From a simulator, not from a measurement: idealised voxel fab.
The process module presented herein is designated voxel wiring stack.
Displayed cross-section: cut, width of 215 nm, square cells sized 5 nm.
If you're reading a cross-section in this doc, picture square cells in a grid; it comes to you as bands, top ones listed first down to the bottom, and a band can be one or more rows of cells.
Quick guide to a band line: top height, bottom height (nm) up front; then every material left to right with its width in nm. Only one material and it's marked "throughout"? Then it fills the band edge to edge. And "empty" just means empty space.
We count height from 0. Below that, the starting wafer is all one material. The lowest band never ends at the bottom but goes on down; see "0 and below" for how that is written.
Note: "30->40" means the width goes from the first number (top row of the band) to the second number (bottom row) in equal steps per row of cells.
"all unchanged", as given for a step, is the statement that not any cell of the cross-section underwent a change during that step.
"Closed void listing" lists enclosed empty spaces (at least 8 cells, no open path upward to the top), each as width x height at distance from the left edge, in nm.
It should be noted that, on the line of a given step, the content following the step's settings is a remark produced by the simulator itself with respect to that step.
Each step line may optionally specify "overlay nm", which for a step with a mask gives the rightward distance between the mask's planned place and where it lay, a negative value indicating the leftward direction.
[Here's what the planned process steps look like]
1 RECEIVE | material Si
2 CONFORMAL_DEP | material SiO2 | thk nm 10
3 CONFORMAL_DEP | material SiCN | thk nm 5
4 DIRECTIONAL_DEP | material SiO2 | thk nm 15
5 MASKED_ETCH | tone open | mask id METAL_1 | width nm 25 | pitch nm 50 | etch materials SiO2 | depth nm 15 | overlay nm 0
6 MASKED_ETCH | tone open | mask id METAL_1 | width nm 25 | pitch nm 50 | etch materials SiCN | depth nm 5 | overlay nm 0
7 CONFORMAL_DEP | material TiN | thk nm 5
8 FILL_DEP | material W | thk nm 5
9 CMP | height nm 30
10 CONFORMAL_DEP | material SiCN | thk nm 5
11 DIRECTIONAL_DEP | material lowk | thk nm 20
12 PATTERN | tone open | mask id PLUG_1 | material resist | width nm 15 | pitch nm 100 | thk nm 15 | overlay nm 0
13 DIRECTIONAL_ETCH | etch materials lowk | depth nm 20
14 DIRECTIONAL_ETCH | etch materials SiCN | depth nm 5
15 STRIP | etch materials resist
16 EPI | material Ru | thk nm 10
17 EPI | material Ru | thk nm 10
18 EPI | material Ru | thk nm 5
19 DIRECTIONAL_DEP | material TiN | thk nm 5
20 DIRECTIONAL_DEP | material Ru | thk nm 20
21 PATTERN | tone cover | mask id METAL_2 | material resist | width nm 25 | pitch nm 50 | thk nm 20 | overlay nm 0
22 DIRECTIONAL_ETCH | etch materials Ru | depth nm 20
23 DIRECTIONAL_ETCH | etch materials TiN | depth nm 5
24 STRIP | etch materials resist
25 FILL_DEP | material SiO2 | thk nm 10
26 CMP | height nm 80
27 CONFORMAL_DEP | material SiCN | thk nm 5
28 DIRECTIONAL_DEP | material lowk | thk nm 15
29 PATTERN | tone open | mask id PLUG_2 | material resist | width nm 15 | pitch nm 100 | thk nm 20 | overlay nm 0
30 DIRECTIONAL_ETCH | etch materials lowk | depth nm 15
31 DIRECTIONAL_ETCH | etch materials SiCN | depth nm 5
32 STRIP | etch materials resist
33 CONFORMAL_DEP | material TiN | thk nm 5
34 FILL_DEP | material Cu | thk nm 5
35 CMP | height nm 100
36 DIRECTIONAL_DEP | material TiN | thk nm 5
37 DIRECTIONAL_DEP | material Ru | thk nm 15
38 MASKED_ETCH | tone cover | mask id METAL_3 | width nm 25 | pitch nm 50 | etch materials Ru | depth nm 15 | overlay nm 0
39 MASKED_ETCH | tone cover | mask id METAL_3 | width nm 25 | pitch nm 50 | etch materials TiN | depth nm 5 | overlay nm 0
40 FILL_DEP | material SiO2 | thk nm 10
41 CMP | height nm 120
42 CONFORMAL_DEP | material SiN | thk nm 5
[Incoming wafer in cross-section (state: after step 1)]
> 0 and below: Si throughout
> Closed void listing: none
[Final wafer profile in cross-section after the module, from the same start and plan as above, with one mistake made during processing]
> 125 down to 120: SiN throughout
> 120 down to 105: SiO2 45 nm, Ru 25 nm, SiO2 25 nm, Ru 25 nm, SiO2 25 nm, Ru 25 nm, SiO2 45 nm
> 105 down to 100: SiO2 45 nm, TiN 25 nm, SiO2 25 nm, TiN 25 nm, SiO2 25 nm, TiN 25 nm, SiO2 45 nm
> 100 down to 85: lowk 45 nm, TiN 5 nm, Cu 5 nm, TiN 5 nm, lowk 85 nm, TiN 5 nm, Cu 5 nm, TiN 5 nm, lowk 55 nm
> 85 down to 80: SiCN 45 nm, TiN 15 nm, SiCN 85 nm, TiN 15 nm, SiCN 55 nm
> 80 down to 70: SiO2 60 nm, Ru 10 nm, SiO2 25 nm, Ru 25 nm, SiO2 40 nm, Ru 10 nm, SiO2 45 nm
> 70 down to 60: SiO2 45 nm, Ru 25 nm, SiO2 25 nm, Ru 25 nm, SiO2 25 nm, Ru 25 nm, SiO2 45 nm
> 60 down to 55: SiO2 45 nm, Ru 15 nm, TiN 10 nm, SiO2 25 nm, TiN 25 nm, SiO2 25 nm, Ru 15 nm, TiN 10 nm, SiO2 45 nm
> 55 down to 50: lowk 45 nm, Ru 15 nm, lowk 85 nm, Ru 15 nm, lowk 55 nm
> 50 down to 45: lowk 45 nm, TiN 15 nm, lowk 85 nm, TiN 15 nm, lowk 55 nm
> 45 down to 35: lowk 45 nm, Ru 15 nm, lowk 85 nm, Ru 15 nm, lowk 55 nm
> 35 down to 30: SiCN 45 nm, Ru 15 nm, SiCN 85 nm, Ru 15 nm, SiCN 55 nm
> 30 down to 15: SiO2 45 nm, TiN 5 nm, W 15 nm, TiN 5 nm, SiO2 25 nm, TiN 5 nm, W 15 nm, TiN 5 nm, SiO2 25 nm, TiN 5 nm, W 15 nm, TiN 5 nm, SiO2 45 nm
> 15 down to 10: SiCN 45 nm, TiN 25 nm, SiCN 25 nm, TiN 25 nm, SiCN 25 nm, TiN 25 nm, SiCN 45 nm
> 10 down to 0: SiO2 throughout
> 0 and below: Si throughout
> Closed void listing: none
It is concluded that the wafer was processed incorrectly with respect to the plan, in that one of the identical steps 16 and 17 was skipped, and it is impossible to tell which
